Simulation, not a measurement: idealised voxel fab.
process module | voxel lift off
cross-section cut | 250 nm wide | cells 5 nm
A cross-section is a grid of square cells, given in bands from the top down. A band is one or more rows of cells.
Each band's line starts with the height of the band's top and of its bottom, in nm. Then come its materials from left to right, each with its width in nm. One material with "throughout" fills the band from edge to edge. "air" is empty space.
Height 0 is the level under which the wafer as received is all one material. The lowest band goes on downwards, as in "0 down".
A width such as "30 to 40" changes by the same amount from each row of cells to the next, from the band's top row to its bottom row.
"no change" after a step means that no cell of the cross-section changed.
closed voids: empty space of 8 cells or more with no open way to the top, each as width x height at its distance from the left edge, in nm
after a step's settings: what the simulator itself notes on the step
overlay nm, on a step with a mask: how far to the right of its planned place the mask lay; to the left if negative
plan
1 op RECEIVE | material Si
2 op CONFORMAL_DEP | material SiO2 | thk nm 15
3 op PATTERN | tone open | mask id LINES | material resist | width nm 30 | pitch nm 55 | thk nm 30 | overlay nm 0
4 op DIRECTIONAL_DEP | material Ru | thk nm 15
5 op STRIP | etch materials resist
6 op CONFORMAL_DEP | material SiO2 | thk nm 10
as received, after step 1
  0 down: Si throughout
  closed voids: none
a wafer at the end: this start, this plan, one mistake
  55 to 45: air 70 | SiO2 50 | air 5 | SiO2 50 | air 75
  45 to 40: air 70 | SiO2 10 | Ru 30 | SiO2 10 | air 5 | SiO2 10 | Ru 30 | SiO2 10 | air 75
  40 to 30: SiO2 80 | Ru 30 | SiO2 25 | Ru 30 | SiO2 85
  30 to 0: SiO2 throughout
  0 down: Si throughout
  closed voids: none
what went wrong: step 2 was run twice
